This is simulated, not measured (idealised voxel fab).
Process module in this document: voxel released beams
This is section cut - it's 290 nm across, gridded in 5 nm square cells.
Reading order for cross-sections: top band down to bottom band. Underlying form: a grid of square cells. Band size: one or more rows of cells. Look at the band entry: it leads with the top's height and the bottom's height in nm. Then it lists the materials left to right, with a width in nm for each. The word "all across" on a single material says that material fills the band edge to edge. The word "air" is empty space. Height reference: 0 = level under which incoming wafer is all one material. Lowest band: no bottom, runs on downward, e.g. "top 0, no bottom". So if you see something like "30 to 40" for the width, read it as the top row of the band sitting at the first number and the bottom row at the second, with every row in between moving by the same amount as the last. Step note "no change occurred" = no cross-section cell changed. "Completely sealed voids" specifies each empty space that is not open to the top and that occupies no fewer than 8 cells, using the form width x height at distance, the distance measured from the left edge and all three quantities in nm. Read whatever lies past the settings on a step's line as the simulator's own remark about the step. When a step includes a mask, the "overlay nm" setting on its line states how far to the right of its planned place that mask lay, and negative values state how far to the left.
[The following list gives the planned process steps]
1,RECEIVE,material Si
2,CONFORMAL_DEP,material SiN,thk nm 10
3,DIRECTIONAL_DEP,material SiO2,thk nm 10
4,PATTERN,tone open,mask id ANCHOR,material resist,width nm 25,thk nm 15,overlay nm 0
5,DIRECTIONAL_ETCH,etch materials SiO2,depth nm 10
6,STRIP,etch materials resist
7,CONFORMAL_DEP,material W,thk nm 10
8,PATTERN,tone cover,mask id BEAM,material resist,width nm 75,thk nm 15,overlay nm 0
9,DIRECTIONAL_ETCH,etch materials W,depth nm 10
10,STRIP,etch materials resist
11,STRIP,etch materials SiO2
[The following pertains to the first of two wafers, which was processed as planned]
[Incoming wafer in cross-section (state: after step 1)]
    top 0, no bottom: Si all across
    Completely sealed voids: none
[Cross-sectional representation of the wafer at the conclusion of step 2]
    top 10, bottom 0: SiN all across
    No changes below 0.
[Cross-sectional representation of the wafer at the conclusion of step 3]
    top 20, bottom 10: SiO2 all across
    No changes below 10.
[Cross-sectional representation of the wafer at the conclusion of step 4]
    top 35, bottom 20: 110 of resist; 25 of air; 155 of resist
    No changes below 20.
[Cross-sectional representation of the wafer at the conclusion of step 5]
    top 35, bottom 20: 110 of resist; 25 of air; 155 of resist
    top 20, bottom 10: 110 of SiO2; 25 of air; 155 of SiO2
    No changes below 10.
[Cross-sectional representation of the wafer at the conclusion of step 6]
    top 20, bottom 10: 110 of SiO2; 25 of air; 155 of SiO2
    No changes below 10.
[Cross-sectional representation of the wafer at the conclusion of step 7]
    top 30, bottom 20: 120 of W; 5 of air; 165 of W
    top 20, bottom 10: 110 of SiO2; 25 of W; 155 of SiO2
    No changes below 10.
[Cross-sectional representation of the wafer at the conclusion of step 8]
    top 45, bottom 30: 105 of air; 75 of resist; 110 of air
    top 30, bottom 20: 120 of W; 5 of resist; 165 of W
    No changes below 20.
[Cross-sectional representation of the wafer at the conclusion of step 9]
    top 45, bottom 30: 105 of air; 75 of resist; 110 of air
    top 30, bottom 20: 105 of air; 15 of W; 5 of resist; 55 of W; 110 of air
    No changes below 20.
[Cross-sectional representation of the wafer at the conclusion of step 10]
    top 30, bottom 20: 105 of air; 15 of W; 5 of air; 55 of W; 110 of air
    No changes below 20.
[Cross-sectional representation of the wafer at the conclusion of step 11]
    top 30, bottom 20: 105 of air; 15 of W; 5 of air; 55 of W; 110 of air
    top 20, bottom 10: 110 of air; 25 of W; 155 of air
    No changes below 10.
[The second wafer was prepared from the same starting point and under the same plan as the first; its processing contained one mistake, and it remains indistinguishable from the first wafer up to and including step 1]
What the second wafer looks like in cross-section when step 2 should have wrapped up: no change occurred
[What the second wafer looks like in cross-section when step 3 should have wrapped up]
    top 10, bottom 0: SiO2 all across
    No changes below 0.
[What the second wafer looks like in cross-section when step 4 should have wrapped up]
    top 25, bottom 10: 110 of resist; 25 of air; 155 of resist
    No changes below 10.
[What the second wafer looks like in cross-section when step 5 should have wrapped up]
    top 25, bottom 10: 110 of resist; 25 of air; 155 of resist
    top 10, bottom 0: 110 of SiO2; 25 of air; 155 of SiO2
    No changes below 0.
[What the second wafer looks like in cross-section when step 6 should have wrapped up]
    top 10, bottom 0: 110 of SiO2; 25 of air; 155 of SiO2
    No changes below 0.
[What the second wafer looks like in cross-section when step 7 should have wrapped up]
    top 20, bottom 10: 120 of W; 5 of air; 165 of W
    top 10, bottom 0: 110 of SiO2; 25 of W; 155 of SiO2
    No changes below 0.
[What the second wafer looks like in cross-section when step 8 should have wrapped up]
    top 35, bottom 20: 105 of air; 75 of resist; 110 of air
    top 20, bottom 10: 120 of W; 5 of resist; 165 of W
    No changes below 10.
[What the second wafer looks like in cross-section when step 9 should have wrapped up]
    top 35, bottom 20: 105 of air; 75 of resist; 110 of air
    top 20, bottom 10: 105 of air; 15 of W; 5 of resist; 55 of W; 110 of air
    No changes below 10.
[What the second wafer looks like in cross-section when step 10 should have wrapped up]
    top 20, bottom 10: 105 of air; 15 of W; 5 of air; 55 of W; 110 of air
    No changes below 10.
[What the second wafer looks like in cross-section when step 11 should have wrapped up]
    top 20, bottom 10: 105 of air; 15 of W; 5 of air; 55 of W; 110 of air
    top 10, bottom 0: 110 of air; 25 of W; 155 of air
    No changes below 0.
The mistake made against the process plan was this: no execution of plan step 2; skipped
Final cells, second wafer relative to first, materials higher or lower: 116 fewer of SiN
